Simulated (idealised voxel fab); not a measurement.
process module | voxel wiring stack
cross-section cut | 250 nm wide | cells 5 nm
A cross-section is a grid of square cells, given in bands from the top down. A band is one or more rows of cells.
Each band's line starts with the height of the band's top and of its bottom, in nm. Then come its materials from left to right, each with its width in nm. One material with "throughout" fills the band from edge to edge. "air" is empty space.
Height 0 is the level under which the wafer as received is all one material. The lowest band goes on downwards, as in "0 down".
A width such as "30 to 40" changes by the same amount from each row of cells to the next, from the band's top row to its bottom row.
"no change" after a step means that no cell of the cross-section changed.
closed voids: empty space of 8 cells or more with no open way to the top, each as width x height at its distance from the left edge, in nm
after a step's settings: what the simulator itself notes on the step
overlay nm, on a step with a mask: how far to the right of its planned place the mask lay; to the left if negative
plan
1 op RECEIVE | material Si
2 op CONFORMAL_DEP | material SiO2 | thk nm 10
3 op CONFORMAL_DEP | material SiCN | thk nm 5
4 op DIRECTIONAL_DEP | material lowk | thk nm 15
5 op DIRECTIONAL_DEP | material aC | thk nm 15
6 op PATTERN | tone open | mask id METAL_1 | material resist | width nm 20 | pitch nm 40 | thk nm 35 | overlay nm 0
7 op DIRECTIONAL_ETCH | etch materials aC | depth nm 15
8 op STRIP | etch materials resist
9 op DIRECTIONAL_ETCH | etch materials lowk | depth nm 15
10 op DIRECTIONAL_ETCH | etch materials SiCN | depth nm 5
11 op STRIP | etch materials aC
12 op CONFORMAL_DEP | material TiN | thk nm 5
13 op FILL_DEP | material W | thk nm 5
14 op CMP | height nm 30
15 op CONFORMAL_DEP | material SiCN | thk nm 5
16 op DIRECTIONAL_DEP | material SiO2 | thk nm 10
17 op DIRECTIONAL_DEP | material aC | thk nm 10
18 op PATTERN | tone open | mask id PLUG_1 | material resist | width nm 15 | pitch nm 40 | thk nm 30 | overlay nm 0
19 op DIRECTIONAL_ETCH | etch materials aC | depth nm 10
20 op STRIP | etch materials resist
21 op DIRECTIONAL_ETCH | etch materials SiO2 | depth nm 10
22 op DIRECTIONAL_ETCH | etch materials SiCN | depth nm 5
23 op STRIP | etch materials aC
24 op CONFORMAL_DEP | material TiN | thk nm 5
25 op FILL_DEP | material Cu | thk nm 10
26 op CMP | height nm 45
27 op CONFORMAL_DEP | material SiCN | thk nm 5
28 op DIRECTIONAL_DEP | material SiO2 | thk nm 15
29 op DIRECTIONAL_DEP | material aC | thk nm 15
30 op PATTERN | tone open | mask id METAL_2 | material resist | width nm 20 | pitch nm 40 | thk nm 35 | overlay nm 0
31 op DIRECTIONAL_ETCH | etch materials aC | depth nm 15
32 op STRIP | etch materials resist
33 op DIRECTIONAL_ETCH | etch materials SiO2 | depth nm 15
34 op DIRECTIONAL_ETCH | etch materials SiCN | depth nm 5
35 op STRIP | etch materials aC
36 op CONFORMAL_DEP | material TiN | thk nm 5
37 op FILL_DEP | material Ru | thk nm 5
38 op CMP | height nm 65
39 op CONFORMAL_DEP | material SiCN | thk nm 5
40 op DIRECTIONAL_DEP | material lowk | thk nm 35
41 op DIRECTIONAL_DEP | material aC | thk nm 10
42 op PATTERN | tone open | mask id METAL_3_HOLES | material resist | width nm 15 | pitch nm 40 | thk nm 25 | overlay nm 0
43 op DIRECTIONAL_ETCH | etch materials aC | depth nm 10
44 op STRIP | etch materials resist
45 op DIRECTIONAL_ETCH | etch materials lowk | depth nm 35
46 op STRIP | etch materials aC
47 op PATTERN | tone open | mask id METAL_3 | material resist | width nm 20 | pitch nm 40 | thk nm 20 | overlay nm 0
48 op DIRECTIONAL_ETCH | etch materials lowk | depth nm 20
49 op DIRECTIONAL_ETCH | etch materials SiCN | depth nm 5
50 op STRIP | etch materials resist
51 op CONFORMAL_DEP | material TiN | thk nm 5
52 op FILL_DEP | material Cu | thk nm 5
53 op CMP | height nm 105
54 op CONFORMAL_DEP | material SiN | thk nm 5
first wafer, as planned
as received, after step 1
  0 down: Si throughout
  closed voids: none
after step 2
  10 to 0: SiO2 throughout
  below 0: unchanged
after step 3
  15 to 10: SiCN throughout
  below 10: unchanged
after step 4
  30 to 15: lowk throughout
  below 15: unchanged
after step 5
  45 to 30: aC throughout
  below 30: unchanged
after step 6
  80 to 45: resist 75 | air 20 | resist 20 | air 20 | resist 20 | air 20 | resist 75
  below 45: unchanged
after step 7
  65 to 45: resist 75 | air 20 | resist 20 | air 20 | resist 20 | air 20 | resist 75
  45 to 30: aC 75 | air 20 | aC 20 | air 20 | aC 20 | air 20 | aC 75
  below 30: unchanged
after step 8
  45 to 30: aC 75 | air 20 | aC 20 | air 20 | aC 20 | air 20 | aC 75
  below 30: unchanged
after step 9
  45 to 30: aC 75 | air 20 | aC 20 | air 20 | aC 20 | air 20 | aC 75
  30 to 15: lowk 75 | air 20 | lowk 20 | air 20 | lowk 20 | air 20 | lowk 75
  below 15: unchanged
after step 10
  45 to 30: aC 75 | air 20 | aC 20 | air 20 | aC 20 | air 20 | aC 75
  30 to 15: lowk 75 | air 20 | lowk 20 | air 20 | lowk 20 | air 20 | lowk 75
  15 to 10: SiCN 75 | air 20 | SiCN 20 | air 20 | SiCN 20 | air 20 | SiCN 75
  below 10: unchanged
after step 11
  30 to 15: lowk 75 | air 20 | lowk 20 | air 20 | lowk 20 | air 20 | lowk 75
  below 15: unchanged
after step 12
  35 to 30: TiN 80 | air 10 | TiN 30 | air 10 | TiN 30 | air 10 | TiN 80
  30 to 15: lowk 75 | TiN 5 | air 10 | TiN 5 | lowk 20 | TiN 5 | air 10 | TiN 5 | lowk 20 | TiN 5 | air 10 | TiN 5 | lowk 75
  15 to 10: SiCN 75 | TiN 20 | SiCN 20 | TiN 20 | SiCN 20 | TiN 20 | SiCN 75
  below 10: unchanged
after step 13
  40 to 35: W throughout
  35 to 30: TiN 80 | W 10 | TiN 30 | W 10 | TiN 30 | W 10 | TiN 80
  30 to 15: lowk 75 | TiN 5 | W 10 | TiN 5 | lowk 20 | TiN 5 | W 10 | TiN 5 | lowk 20 | TiN 5 | W 10 | TiN 5 | lowk 75
  below 15: unchanged
after step 14
  30 to 15: lowk 75 | TiN 5 | W 10 | TiN 5 | lowk 20 | TiN 5 | W 10 | TiN 5 | lowk 20 | TiN 5 | W 10 | TiN 5 | lowk 75
  below 15: unchanged
after step 15
  35 to 30: SiCN throughout
  below 30: unchanged
after step 16
  45 to 35: SiO2 throughout
  below 35: unchanged
after step 17
  55 to 45: aC throughout
  below 45: unchanged
after step 18
  85 to 55: resist 75 | air 15 | resist 25 | air 15 | resist 25 | air 15 | resist 80
  below 55: unchanged
after step 19
  75 to 55: resist 75 | air 15 | resist 25 | air 15 | resist 25 | air 15 | resist 80
  55 to 45: aC 75 | air 15 | aC 25 | air 15 | aC 25 | air 15 | aC 80
  below 45: unchanged
after step 20
  55 to 45: aC 75 | air 15 | aC 25 | air 15 | aC 25 | air 15 | aC 80
  below 45: unchanged
after step 21
  55 to 45: aC 75 | air 15 | aC 25 | air 15 | aC 25 | air 15 | aC 80
  45 to 35: SiO2 75 | air 15 | SiO2 25 | air 15 | SiO2 25 | air 15 | SiO2 80
  below 35: unchanged
after step 22
  55 to 45: aC 75 | air 15 | aC 25 | air 15 | aC 25 | air 15 | aC 80
  45 to 35: SiO2 75 | air 15 | SiO2 25 | air 15 | SiO2 25 | air 15 | SiO2 80
  35 to 30: SiCN 75 | air 15 | SiCN 25 | air 15 | SiCN 25 | air 15 | SiCN 80
  below 30: unchanged
after step 23
  45 to 35: SiO2 75 | air 15 | SiO2 25 | air 15 | SiO2 25 | air 15 | SiO2 80
  below 35: unchanged
after step 24
  50 to 45: TiN 80 | air 5 | TiN 35 | air 5 | TiN 35 | air 5 | TiN 85
  45 to 35: SiO2 75 | TiN 5 | air 5 | TiN 5 | SiO2 25 | TiN 5 | air 5 | TiN 5 | SiO2 25 | TiN 5 | air 5 | TiN 5 | SiO2 80
  35 to 30: SiCN 75 | TiN 15 | SiCN 25 | TiN 15 | SiCN 25 | TiN 15 | SiCN 80
  below 30: unchanged
after step 25
  60 to 50: Cu throughout
  50 to 45: TiN 80 | Cu 5 | TiN 35 | Cu 5 | TiN 35 | Cu 5 | TiN 85
  45 to 35: SiO2 75 | TiN 5 | Cu 5 | TiN 5 | SiO2 25 | TiN 5 | Cu 5 | TiN 5 | SiO2 25 | TiN 5 | Cu 5 | TiN 5 | SiO2 80
  below 35: unchanged
after step 26
  45 to 35: SiO2 75 | TiN 5 | Cu 5 | TiN 5 | SiO2 25 | TiN 5 | Cu 5 | TiN 5 | SiO2 25 | TiN 5 | Cu 5 | TiN 5 | SiO2 80
  below 35: unchanged
after step 27
  50 to 45: SiCN throughout
  below 45: unchanged
after step 28
  65 to 50: SiO2 throughout
  below 50: unchanged
after step 29
  80 to 65: aC throughout
  below 65: unchanged
after step 30
  115 to 80: resist 75 | air 20 | resist 20 | air 20 | resist 20 | air 20 | resist 75
  below 80: unchanged
after step 31
  100 to 80: resist 75 | air 20 | resist 20 | air 20 | resist 20 | air 20 | resist 75
  80 to 65: aC 75 | air 20 | aC 20 | air 20 | aC 20 | air 20 | aC 75
  below 65: unchanged
after step 32
  80 to 65: aC 75 | air 20 | aC 20 | air 20 | aC 20 | air 20 | aC 75
  below 65: unchanged
after step 33
  80 to 65: aC 75 | air 20 | aC 20 | air 20 | aC 20 | air 20 | aC 75
  65 to 50: SiO2 75 | air 20 | SiO2 20 | air 20 | SiO2 20 | air 20 | SiO2 75
  below 50: unchanged
after step 34
  80 to 65: aC 75 | air 20 | aC 20 | air 20 | aC 20 | air 20 | aC 75
  65 to 50: SiO2 75 | air 20 | SiO2 20 | air 20 | SiO2 20 | air 20 | SiO2 75
  50 to 45: SiCN 75 | air 20 | SiCN 20 | air 20 | SiCN 20 | air 20 | SiCN 75
  below 45: unchanged
after step 35
  65 to 50: SiO2 75 | air 20 | SiO2 20 | air 20 | SiO2 20 | air 20 | SiO2 75
  below 50: unchanged
after step 36
  70 to 65: TiN 80 | air 10 | TiN 30 | air 10 | TiN 30 | air 10 | TiN 80
  65 to 50: SiO2 75 | TiN 5 | air 10 | TiN 5 | SiO2 20 | TiN 5 | air 10 | TiN 5 | SiO2 20 | TiN 5 | air 10 | TiN 5 | SiO2 75
  50 to 45: SiCN 75 | TiN 20 | SiCN 20 | TiN 20 | SiCN 20 | TiN 20 | SiCN 75
  below 45: unchanged
after step 37
  75 to 70: Ru throughout
  70 to 65: TiN 80 | Ru 10 | TiN 30 | Ru 10 | TiN 30 | Ru 10 | TiN 80
  65 to 50: SiO2 75 | TiN 5 | Ru 10 | TiN 5 | SiO2 20 | TiN 5 | Ru 10 | TiN 5 | SiO2 20 | TiN 5 | Ru 10 | TiN 5 | SiO2 75
  below 50: unchanged
after step 38
  65 to 50: SiO2 75 | TiN 5 | Ru 10 | TiN 5 | SiO2 20 | TiN 5 | Ru 10 | TiN 5 | SiO2 20 | TiN 5 | Ru 10 | TiN 5 | SiO2 75
  below 50: unchanged
after step 39
  70 to 65: SiCN throughout
  below 65: unchanged
after step 40
  105 to 70: lowk throughout
  below 70: unchanged
after step 41
  115 to 105: aC throughout
  below 105: unchanged
after step 42
  140 to 115: resist 75 | air 15 | resist 25 | air 15 | resist 25 | air 15 | resist 80
  below 115: unchanged
after step 43
  130 to 115: resist 75 | air 15 | resist 25 | air 15 | resist 25 | air 15 | resist 80
  115 to 105: aC 75 | air 15 | aC 25 | air 15 | aC 25 | air 15 | aC 80
  below 105: unchanged
after step 44
  115 to 105: aC 75 | air 15 | aC 25 | air 15 | aC 25 | air 15 | aC 80
  below 105: unchanged
after step 45
  115 to 105: aC 75 | air 15 | aC 25 | air 15 | aC 25 | air 15 | aC 80
  105 to 70: lowk 75 | air 15 | lowk 25 | air 15 | lowk 25 | air 15 | lowk 80
  below 70: unchanged
after step 46
  105 to 70: lowk 75 | air 15 | lowk 25 | air 15 | lowk 25 | air 15 | lowk 80
  below 70: unchanged
after step 47
  125 to 105: resist 75 | air 20 | resist 20 | air 20 | resist 20 | air 20 | resist 75
  below 105: unchanged
after step 48
  125 to 105: resist 75 | air 20 | resist 20 | air 20 | resist 20 | air 20 | resist 75
  105 to 85: lowk 75 | air 20 | lowk 20 | air 20 | lowk 20 | air 20 | lowk 75
  below 85: unchanged
after step 49
  125 to 105: resist 75 | air 20 | resist 20 | air 20 | resist 20 | air 20 | resist 75
  105 to 85: lowk 75 | air 20 | lowk 20 | air 20 | lowk 20 | air 20 | lowk 75
  85 to 70: lowk 75 | air 15 | lowk 25 | air 15 | lowk 25 | air 15 | lowk 80
  70 to 65: SiCN 75 | air 15 | SiCN 25 | air 15 | SiCN 25 | air 15 | SiCN 80
  below 65: unchanged
after step 50
  105 to 85: lowk 75 | air 20 | lowk 20 | air 20 | lowk 20 | air 20 | lowk 75
  below 85: unchanged
after step 51
  110 to 105: TiN 80 | air 10 | TiN 30 | air 10 | TiN 30 | air 10 | TiN 80
  105 to 90: lowk 75 | TiN 5 | air 10 | TiN 5 | lowk 20 | TiN 5 | air 10 | TiN 5 | lowk 20 | TiN 5 | air 10 | TiN 5 | lowk 75
  90 to 85: lowk 75 | TiN 5 | air 5 | TiN 10 | lowk 20 | TiN 5 | air 5 | TiN 10 | lowk 20 | TiN 5 | air 5 | TiN 10 | lowk 75
  85 to 70: lowk 75 | TiN 5 | air 5 | TiN 5 | lowk 25 | TiN 5 | air 5 | TiN 5 | lowk 25 | TiN 5 | air 5 | TiN 5 | lowk 80
  70 to 65: SiCN 75 | TiN 15 | SiCN 25 | TiN 15 | SiCN 25 | TiN 15 | SiCN 80
  below 65: unchanged
after step 52
  115 to 110: Cu throughout
  110 to 105: TiN 80 | Cu 10 | TiN 30 | Cu 10 | TiN 30 | Cu 10 | TiN 80
  105 to 90: lowk 75 | TiN 5 | Cu 10 | TiN 5 | lowk 20 | TiN 5 | Cu 10 | TiN 5 | lowk 20 | TiN 5 | Cu 10 | TiN 5 | lowk 75
  90 to 85: lowk 75 | TiN 5 | Cu 5 | TiN 10 | lowk 20 | TiN 5 | Cu 5 | TiN 10 | lowk 20 | TiN 5 | Cu 5 | TiN 10 | lowk 75
  85 to 70: lowk 75 | TiN 5 | Cu 5 | TiN 5 | lowk 25 | TiN 5 | Cu 5 | TiN 5 | lowk 25 | TiN 5 | Cu 5 | TiN 5 | lowk 80
  below 70: unchanged
after step 53
  105 to 90: lowk 75 | TiN 5 | Cu 10 | TiN 5 | lowk 20 | TiN 5 | Cu 10 | TiN 5 | lowk 20 | TiN 5 | Cu 10 | TiN 5 | lowk 75
  below 90: unchanged
after step 54
  110 to 105: SiN throughout
  below 105: unchanged
second wafer: like start, like plan, one mistake. Through step 2 it matches the first wafer
when step 3 should have ended: no change
when step 4 should have ended
  25 to 10: lowk throughout
  below 10: unchanged
when step 5 should have ended
  40 to 25: aC throughout
  below 25: unchanged
when step 6 should have ended
  75 to 40: resist 75 | air 20 | resist 20 | air 20 | resist 20 | air 20 | resist 75
  below 40: unchanged
when step 7 should have ended
  60 to 40: resist 75 | air 20 | resist 20 | air 20 | resist 20 | air 20 | resist 75
  40 to 25: aC 75 | air 20 | aC 20 | air 20 | aC 20 | air 20 | aC 75
  below 25: unchanged
when step 8 should have ended
  40 to 25: aC 75 | air 20 | aC 20 | air 20 | aC 20 | air 20 | aC 75
  below 25: unchanged
when step 9 should have ended
  40 to 25: aC 75 | air 20 | aC 20 | air 20 | aC 20 | air 20 | aC 75
  25 to 10: lowk 75 | air 20 | lowk 20 | air 20 | lowk 20 | air 20 | lowk 75
  below 10: unchanged
when step 10 should have ended: no change
when step 11 should have ended
  25 to 10: lowk 75 | air 20 | lowk 20 | air 20 | lowk 20 | air 20 | lowk 75
  below 10: unchanged
when step 12 should have ended
  30 to 25: TiN 80 | air 10 | TiN 30 | air 10 | TiN 30 | air 10 | TiN 80
  25 to 15: lowk 75 | TiN 5 | air 10 | TiN 5 | lowk 20 | TiN 5 | air 10 | TiN 5 | lowk 20 | TiN 5 | air 10 | TiN 5 | lowk 75
  15 to 10: lowk 75 | TiN 20 | lowk 20 | TiN 20 | lowk 20 | TiN 20 | lowk 75
  below 10: unchanged
when step 13 should have ended
  35 to 30: W throughout
  30 to 25: TiN 80 | W 10 | TiN 30 | W 10 | TiN 30 | W 10 | TiN 80
  25 to 15: lowk 75 | TiN 5 | W 10 | TiN 5 | lowk 20 | TiN 5 | W 10 | TiN 5 | lowk 20 | TiN 5 | W 10 | TiN 5 | lowk 75
  below 15: unchanged
when step 14 should have ended
  30 to 25: TiN 80 | W 10 | TiN 30 | W 10 | TiN 30 | W 10 | TiN 80
  below 25: unchanged
when step 15 should have ended
  35 to 30: SiCN throughout
  below 30: unchanged
when step 16 should have ended
  45 to 35: SiO2 throughout
  below 35: unchanged
when step 17 should have ended
  55 to 45: aC throughout
  below 45: unchanged
when step 18 should have ended
  85 to 55: resist 75 | air 15 | resist 25 | air 15 | resist 25 | air 15 | resist 80
  below 55: unchanged
when step 19 should have ended
  75 to 55: resist 75 | air 15 | resist 25 | air 15 | resist 25 | air 15 | resist 80
  55 to 45: aC 75 | air 15 | aC 25 | air 15 | aC 25 | air 15 | aC 80
  below 45: unchanged
when step 20 should have ended
  55 to 45: aC 75 | air 15 | aC 25 | air 15 | aC 25 | air 15 | aC 80
  below 45: unchanged
when step 21 should have ended
  55 to 45: aC 75 | air 15 | aC 25 | air 15 | aC 25 | air 15 | aC 80
  45 to 35: SiO2 75 | air 15 | SiO2 25 | air 15 | SiO2 25 | air 15 | SiO2 80
  below 35: unchanged
when step 22 should have ended
  55 to 45: aC 75 | air 15 | aC 25 | air 15 | aC 25 | air 15 | aC 80
  45 to 35: SiO2 75 | air 15 | SiO2 25 | air 15 | SiO2 25 | air 15 | SiO2 80
  35 to 30: SiCN 75 | air 15 | SiCN 25 | air 15 | SiCN 25 | air 15 | SiCN 80
  below 30: unchanged
when step 23 should have ended
  45 to 35: SiO2 75 | air 15 | SiO2 25 | air 15 | SiO2 25 | air 15 | SiO2 80
  below 35: unchanged
when step 24 should have ended
  50 to 45: TiN 80 | air 5 | TiN 35 | air 5 | TiN 35 | air 5 | TiN 85
  45 to 35: SiO2 75 | TiN 5 | air 5 | TiN 5 | SiO2 25 | TiN 5 | air 5 | TiN 5 | SiO2 25 | TiN 5 | air 5 | TiN 5 | SiO2 80
  35 to 30: SiCN 75 | TiN 15 | SiCN 25 | TiN 15 | SiCN 25 | TiN 15 | SiCN 80
  below 30: unchanged
when step 25 should have ended
  60 to 50: Cu throughout
  50 to 45: TiN 80 | Cu 5 | TiN 35 | Cu 5 | TiN 35 | Cu 5 | TiN 85
  45 to 35: SiO2 75 | TiN 5 | Cu 5 | TiN 5 | SiO2 25 | TiN 5 | Cu 5 | TiN 5 | SiO2 25 | TiN 5 | Cu 5 | TiN 5 | SiO2 80
  below 35: unchanged
when step 26 should have ended
  45 to 35: SiO2 75 | TiN 5 | Cu 5 | TiN 5 | SiO2 25 | TiN 5 | Cu 5 | TiN 5 | SiO2 25 | TiN 5 | Cu 5 | TiN 5 | SiO2 80
  below 35: unchanged
when step 27 should have ended
  50 to 45: SiCN throughout
  below 45: unchanged
when step 28 should have ended
  65 to 50: SiO2 throughout
  below 50: unchanged
when step 29 should have ended
  80 to 65: aC throughout
  below 65: unchanged
when step 30 should have ended
  115 to 80: resist 75 | air 20 | resist 20 | air 20 | resist 20 | air 20 | resist 75
  below 80: unchanged
when step 31 should have ended
  100 to 80: resist 75 | air 20 | resist 20 | air 20 | resist 20 | air 20 | resist 75
  80 to 65: aC 75 | air 20 | aC 20 | air 20 | aC 20 | air 20 | aC 75
  below 65: unchanged
when step 32 should have ended
  80 to 65: aC 75 | air 20 | aC 20 | air 20 | aC 20 | air 20 | aC 75
  below 65: unchanged
when step 33 should have ended
  80 to 65: aC 75 | air 20 | aC 20 | air 20 | aC 20 | air 20 | aC 75
  65 to 50: SiO2 75 | air 20 | SiO2 20 | air 20 | SiO2 20 | air 20 | SiO2 75
  below 50: unchanged
when step 34 should have ended
  80 to 65: aC 75 | air 20 | aC 20 | air 20 | aC 20 | air 20 | aC 75
  65 to 50: SiO2 75 | air 20 | SiO2 20 | air 20 | SiO2 20 | air 20 | SiO2 75
  50 to 45: SiCN 75 | air 20 | SiCN 20 | air 20 | SiCN 20 | air 20 | SiCN 75
  below 45: unchanged
when step 35 should have ended
  65 to 50: SiO2 75 | air 20 | SiO2 20 | air 20 | SiO2 20 | air 20 | SiO2 75
  below 50: unchanged
when step 36 should have ended
  70 to 65: TiN 80 | air 10 | TiN 30 | air 10 | TiN 30 | air 10 | TiN 80
  65 to 50: SiO2 75 | TiN 5 | air 10 | TiN 5 | SiO2 20 | TiN 5 | air 10 | TiN 5 | SiO2 20 | TiN 5 | air 10 | TiN 5 | SiO2 75
  50 to 45: SiCN 75 | TiN 20 | SiCN 20 | TiN 20 | SiCN 20 | TiN 20 | SiCN 75
  below 45: unchanged
when step 37 should have ended
  75 to 70: Ru throughout
  70 to 65: TiN 80 | Ru 10 | TiN 30 | Ru 10 | TiN 30 | Ru 10 | TiN 80
  65 to 50: SiO2 75 | TiN 5 | Ru 10 | TiN 5 | SiO2 20 | TiN 5 | Ru 10 | TiN 5 | SiO2 20 | TiN 5 | Ru 10 | TiN 5 | SiO2 75
  below 50: unchanged
when step 38 should have ended
  65 to 50: SiO2 75 | TiN 5 | Ru 10 | TiN 5 | SiO2 20 | TiN 5 | Ru 10 | TiN 5 | SiO2 20 | TiN 5 | Ru 10 | TiN 5 | SiO2 75
  below 50: unchanged
when step 39 should have ended
  70 to 65: SiCN throughout
  below 65: unchanged
when step 40 should have ended
  105 to 70: lowk throughout
  below 70: unchanged
when step 41 should have ended
  115 to 105: aC throughout
  below 105: unchanged
when step 42 should have ended
  140 to 115: resist 75 | air 15 | resist 25 | air 15 | resist 25 | air 15 | resist 80
  below 115: unchanged
when step 43 should have ended
  130 to 115: resist 75 | air 15 | resist 25 | air 15 | resist 25 | air 15 | resist 80
  115 to 105: aC 75 | air 15 | aC 25 | air 15 | aC 25 | air 15 | aC 80
  below 105: unchanged
when step 44 should have ended
  115 to 105: aC 75 | air 15 | aC 25 | air 15 | aC 25 | air 15 | aC 80
  below 105: unchanged
when step 45 should have ended
  115 to 105: aC 75 | air 15 | aC 25 | air 15 | aC 25 | air 15 | aC 80
  105 to 70: lowk 75 | air 15 | lowk 25 | air 15 | lowk 25 | air 15 | lowk 80
  below 70: unchanged
when step 46 should have ended
  105 to 70: lowk 75 | air 15 | lowk 25 | air 15 | lowk 25 | air 15 | lowk 80
  below 70: unchanged
when step 47 should have ended
  125 to 105: resist 75 | air 20 | resist 20 | air 20 | resist 20 | air 20 | resist 75
  below 105: unchanged
when step 48 should have ended
  125 to 105: resist 75 | air 20 | resist 20 | air 20 | resist 20 | air 20 | resist 75
  105 to 85: lowk 75 | air 20 | lowk 20 | air 20 | lowk 20 | air 20 | lowk 75
  below 85: unchanged
when step 49 should have ended
  125 to 105: resist 75 | air 20 | resist 20 | air 20 | resist 20 | air 20 | resist 75
  105 to 85: lowk 75 | air 20 | lowk 20 | air 20 | lowk 20 | air 20 | lowk 75
  85 to 70: lowk 75 | air 15 | lowk 25 | air 15 | lowk 25 | air 15 | lowk 80
  70 to 65: SiCN 75 | air 15 | SiCN 25 | air 15 | SiCN 25 | air 15 | SiCN 80
  below 65: unchanged
when step 50 should have ended
  105 to 85: lowk 75 | air 20 | lowk 20 | air 20 | lowk 20 | air 20 | lowk 75
  below 85: unchanged
when step 51 should have ended
  110 to 105: TiN 80 | air 10 | TiN 30 | air 10 | TiN 30 | air 10 | TiN 80
  105 to 90: lowk 75 | TiN 5 | air 10 | TiN 5 | lowk 20 | TiN 5 | air 10 | TiN 5 | lowk 20 | TiN 5 | air 10 | TiN 5 | lowk 75
  90 to 85: lowk 75 | TiN 5 | air 5 | TiN 10 | lowk 20 | TiN 5 | air 5 | TiN 10 | lowk 20 | TiN 5 | air 5 | TiN 10 | lowk 75
  85 to 70: lowk 75 | TiN 5 | air 5 | TiN 5 | lowk 25 | TiN 5 | air 5 | TiN 5 | lowk 25 | TiN 5 | air 5 | TiN 5 | lowk 80
  70 to 65: SiCN 75 | TiN 15 | SiCN 25 | TiN 15 | SiCN 25 | TiN 15 | SiCN 80
  below 65: unchanged
when step 52 should have ended
  115 to 110: Cu throughout
  110 to 105: TiN 80 | Cu 10 | TiN 30 | Cu 10 | TiN 30 | Cu 10 | TiN 80
  105 to 90: lowk 75 | TiN 5 | Cu 10 | TiN 5 | lowk 20 | TiN 5 | Cu 10 | TiN 5 | lowk 20 | TiN 5 | Cu 10 | TiN 5 | lowk 75
  90 to 85: lowk 75 | TiN 5 | Cu 5 | TiN 10 | lowk 20 | TiN 5 | Cu 5 | TiN 10 | lowk 20 | TiN 5 | Cu 5 | TiN 10 | lowk 75
  85 to 70: lowk 75 | TiN 5 | Cu 5 | TiN 5 | lowk 25 | TiN 5 | Cu 5 | TiN 5 | lowk 25 | TiN 5 | Cu 5 | TiN 5 | lowk 80
  below 70: unchanged
when step 53 should have ended
  105 to 90: lowk 75 | TiN 5 | Cu 10 | TiN 5 | lowk 20 | TiN 5 | Cu 10 | TiN 5 | lowk 20 | TiN 5 | Cu 10 | TiN 5 | lowk 75
  below 90: unchanged
when step 54 should have ended
  110 to 105: SiN throughout
  below 105: unchanged
what went wrong: step 3 was left out
at the end the second wafer has, in cells: 38 fewer of SiCN | 38 more of TiN
